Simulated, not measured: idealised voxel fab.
This is a process module. Its name is voxel wiring stack.
The cross-section on display is named cut; it measures 185 nm wide, and its cells are 5 nm squares.
A cross-section is written here as square cells arranged in a grid, and it is given in bands from the top down, each band taking up one or more rows of cells.
Basically the band line says how high the top is and how high the bottom is, in nm, and then what's in it from left to right, every material with its width in nm. Empty space shows up as "air", and if a single material carries "all across" it runs the full band edge to edge.
Height reference: 0 = level under which incoming wafer is all one material. Lowest band: no bottom, runs on downward, e.g. "from 0 down".
The notation "30..40" denotes a width that varies across the rows of cells in the band, beginning at the first number in the top row, finishing at the second number in the bottom row, and changing by an identical amount from each row to the next.
Reading "remained the same" for a step: not a cell of the cross-section changed in it.
In the "Voids lacking openings" entry, you get each enclosed empty space of 8 cells or more, one with no open way to the top, written width x height at distance, distance from the left edge, in nm.
Anything after a step's settings on that line? It's the simulator's own note about the step.
The setting "overlay nm" may be written on the line of a step. When the step uses a mask, the value reports how far to the right of the planned place the mask lay, and a negative value reports that it lay to the left.
Steps in the process plan
| 1 | RECEIVE: material Si |
| 2 | CONFORMAL_DEP: material SiO2, thk nm 15 |
| 3 | DIRECTIONAL_DEP: material TiN, thk nm 5 |
| 4 | DIRECTIONAL_DEP: material W, thk nm 25 |
| 5 | DIRECTIONAL_DEP: material aC, thk nm 10 |
| 6 | PATTERN: tone cover, mask id METAL_1, material resist, width nm 15, pitch nm 55, thk nm 30, overlay nm 0 |
| 7 | DIRECTIONAL_ETCH: etch materials aC, depth nm 10 |
| 8 | STRIP: etch materials resist |
| 9 | DIRECTIONAL_ETCH: etch materials W, depth nm 25 |
| 10 | DIRECTIONAL_ETCH: etch materials TiN, depth nm 5 |
| 11 | STRIP: etch materials aC |
| 12 | CONFORMAL_DEP: material SiN, thk nm 5 |
| 13 | FILL_DEP: material lowk, thk nm 5 |
| 14 | CMP: height nm 45 |
| 15 | CONFORMAL_DEP: material SiCN, thk nm 5 |
| 16 | DIRECTIONAL_DEP: material lowk, thk nm 20 |
| 17 | DIRECTIONAL_DEP: material aC, thk nm 10 |
| 18 | PATTERN: tone open, mask id PLUG_1, material resist, width nm 15, pitch nm 110, thk nm 25, overlay nm 0 |
| 19 | DIRECTIONAL_ETCH: etch materials aC, depth nm 10 |
| 20 | STRIP: etch materials resist |
| 21 | DIRECTIONAL_ETCH: etch materials lowk, depth nm 20 |
| 22 | DIRECTIONAL_ETCH: etch materials SiCN, depth nm 5 |
| 23 | STRIP: etch materials aC |
| 24 | CONFORMAL_DEP: material TiN, thk nm 5 |
| 25 | FILL_DEP: material W, thk nm 5 |
| 26 | CMP: height nm 70 |
| 27 | CONFORMAL_DEP: material SiN, thk nm 5 |
| 28 | DIRECTIONAL_DEP: material lowk, thk nm 15 |
| 29 | MASKED_ETCH: tone open, mask id METAL_2, width nm 25, pitch nm 55, etch materials lowk, depth nm 15, overlay nm 0 |
| 30 | MASKED_ETCH: tone open, mask id METAL_2, width nm 25, pitch nm 55, etch materials SiN, depth nm 5, overlay nm 0 |
| 31 | CONFORMAL_DEP: material TiN, thk nm 5 |
| 32 | FILL_DEP: material Cu, thk nm 10 |
| 33 | CMP: height nm 90 |
| 34 | EPI: material Ru, thk nm 5 |
| 35 | FILL_DEP: material SiCN, thk nm 5 |
| 36 | DIRECTIONAL_DEP: material lowk, thk nm 10 |
| 37 | PATTERN: tone open, mask id PLUG_2, material resist, width nm 15, pitch nm 55, thk nm 15, overlay nm 0 |
| 38 | DIRECTIONAL_ETCH: etch materials lowk, depth nm 10 |
| 39 | DIRECTIONAL_ETCH: etch materials SiCN, depth nm 5 |
| 40 | STRIP: etch materials resist |
| 41 | CONFORMAL_DEP: material TiN, thk nm 5 |
| 42 | FILL_DEP: material W, thk nm 10 |
| 43 | CMP: height nm 110 |
| 44 | CONFORMAL_DEP: material SiCN, thk nm 5 |
| 45 | DIRECTIONAL_DEP: material lowk, thk nm 15 |
| 46 | MASKED_ETCH: tone open, mask id METAL_3, width nm 25, pitch nm 55, etch materials lowk, depth nm 15, overlay nm 0 |
| 47 | MASKED_ETCH: tone open, mask id METAL_3, width nm 25, pitch nm 55, etch materials SiCN, depth nm 5, overlay nm 0 |
| 48 | CONFORMAL_DEP: material TiN, thk nm 5 |
| 49 | FILL_DEP: material Ru, thk nm 10 |
| 50 | CMP: height nm 130 |
| 51 | EPI: material Ru, thk nm 5 |
| 52 | FILL_DEP: material SiCN, thk nm 5 |
Keep in mind the plan's value for the width nm of step 6 comes from the first wafer; the wafers don't share that setting, but they do share the same starting point.
The as-received cross-section of the first of several wafers corresponds to the state after step 1
* from 0 down | Si all across
* Voids lacking openings: none
Last step of the module is step 52; after it, the first of several wafers in cross-section
* from 140 to 135 | SiCN all across
* from 135 to 130 | SiCN: 20 / Ru: 35 / SiCN: 20 / Ru: 35 / SiCN: 20 / Ru: 35 / SiCN: 20
* from 130 to 115 | lowk: 25 / TiN: 5 / Ru: 15 / TiN: 5 / lowk: 30 / TiN: 5 / Ru: 15 / TiN: 5 / lowk: 30 / TiN: 5 / Ru: 15 / TiN: 5 / lowk: 25
* from 115 to 110 | SiCN: 25 / TiN: 25 / SiCN: 30 / TiN: 25 / SiCN: 30 / TiN: 25 / SiCN: 25
* from 110 to 100 | lowk: 25 / TiN: 5 / W: 5 / TiN: 5 / lowk: 40 / TiN: 5 / W: 5 / TiN: 5 / lowk: 40 / TiN: 5 / W: 5 / TiN: 5 / lowk: 35
* from 100 to 95 | SiCN: 25 / TiN: 15 / SiCN: 40 / TiN: 15 / SiCN: 40 / TiN: 15 / SiCN: 35
* from 95 to 90 | SiCN: 20 / Ru: 35 / SiCN: 20 / Ru: 35 / SiCN: 20 / Ru: 35 / SiCN: 20
* from 90 to 75 | lowk: 25 / TiN: 5 / Cu: 15 / TiN: 5 / lowk: 30 / TiN: 5 / Cu: 15 / TiN: 5 / lowk: 30 / TiN: 5 / Cu: 15 / TiN: 5 / lowk: 25
* from 75 to 70 | SiN: 25 / TiN: 25 / SiN: 30 / TiN: 25 / SiN: 30 / TiN: 25 / SiN: 25
* from 70 to 50 | lowk: 25 / TiN: 5 / W: 5 / TiN: 5 / lowk: 95 / TiN: 5 / W: 5 / TiN: 5 / lowk: 35
* from 50 to 45 | SiCN: 25 / TiN: 15 / SiCN: 95 / TiN: 15 / SiCN: 35
* from 45 to 20 | lowk: 25 / SiN: 5 / W: 15 / SiN: 5 / lowk: 30 / SiN: 5 / W: 15 / SiN: 5 / lowk: 30 / SiN: 5 / W: 15 / SiN: 5 / lowk: 25
* from 20 to 15 | SiN: 30 / TiN: 15 / SiN: 40 / TiN: 15 / SiN: 40 / TiN: 15 / SiN: 30
* from 15 to 0 | SiO2 all across
* from 0 down | Si all across
* Voids lacking openings: none
Cross-sectional view of the final wafer of several at the module's end
* from 140 to 135 | SiCN all across
* from 135 to 130 | SiCN: 20 / Ru: 35 / SiCN: 20 / Ru: 35 / SiCN: 20 / Ru: 35 / SiCN: 20
* from 130 to 115 | lowk: 25 / TiN: 5 / Ru: 15 / TiN: 5 / lowk: 30 / TiN: 5 / Ru: 15 / TiN: 5 / lowk: 30 / TiN: 5 / Ru: 15 / TiN: 5 / lowk: 25
* from 115 to 110 | SiCN: 25 / TiN: 25 / SiCN: 30 / TiN: 25 / SiCN: 30 / TiN: 25 / SiCN: 25
* from 110 to 100 | lowk: 25 / TiN: 5 / W: 5 / TiN: 5 / lowk: 40 / TiN: 5 / W: 5 / TiN: 5 / lowk: 40 / TiN: 5 / W: 5 / TiN: 5 / lowk: 35
* from 100 to 95 | SiCN: 25 / TiN: 15 / SiCN: 40 / TiN: 15 / SiCN: 40 / TiN: 15 / SiCN: 35
* from 95 to 90 | SiCN: 20 / Ru: 35 / SiCN: 20 / Ru: 35 / SiCN: 20 / Ru: 35 / SiCN: 20
* from 90 to 75 | lowk: 25 / TiN: 5 / Cu: 15 / TiN: 5 / lowk: 30 / TiN: 5 / Cu: 15 / TiN: 5 / lowk: 30 / TiN: 5 / Cu: 15 / TiN: 5 / lowk: 25
* from 75 to 70 | SiN: 25 / TiN: 25 / SiN: 30 / TiN: 25 / SiN: 30 / TiN: 25 / SiN: 25
* from 70 to 50 | lowk: 25 / TiN: 5 / W: 5 / TiN: 5 / lowk: 95 / TiN: 5 / W: 5 / TiN: 5 / lowk: 35
* from 50 to 45 | SiCN: 25 / TiN: 15 / SiCN: 95 / TiN: 15 / SiCN: 35
* from 45 to 20 | lowk: 15 / SiN: 5 / W: 40 / SiN: 5 / lowk: 5 / SiN: 5 / W: 40 / SiN: 5 / lowk: 5 / SiN: 5 / W: 40 / SiN: 5 / lowk: 10
* from 20 to 15 | SiN: 20 / TiN: 40 / SiN: 15 / TiN: 40 / SiN: 15 / TiN: 40 / SiN: 15
* from 15 to 0 | SiO2 all across
* from 0 down | Si all across
* Voids lacking openings: none
Where each wafer stands at the end of the module, a row apiece: cells of each material gained (+) or lost (-) since it was received, then closed voids
width nm 15; +27 Cu; +69 Ru; +150 SiCN; +80 SiN; +111 SiO2; +118 TiN; +59 W; +422 lowk; Voids lacking openings: none
width nm 20; +27 Cu; +69 Ru; +150 SiCN; +77 SiN; +111 SiO2; +121 TiN; +74 W; +407 lowk; Voids lacking openings: none
width nm 25; +27 Cu; +69 Ru; +150 SiCN; +74 SiN; +111 SiO2; +124 TiN; +89 W; +392 lowk; Voids lacking openings: none
width nm 30; +27 Cu; +69 Ru; +150 SiCN; +71 SiN; +111 SiO2; +127 TiN; +104 W; +377 lowk; Voids lacking openings: none
width nm 35; +27 Cu; +69 Ru; +150 SiCN; +68 SiN; +111 SiO2; +130 TiN; +119 W; +362 lowk; Voids lacking openings: none
width nm 40; +27 Cu; +69 Ru; +150 SiCN; +65 SiN; +111 SiO2; +133 TiN; +134 W; +347 lowk; Voids lacking openings: none
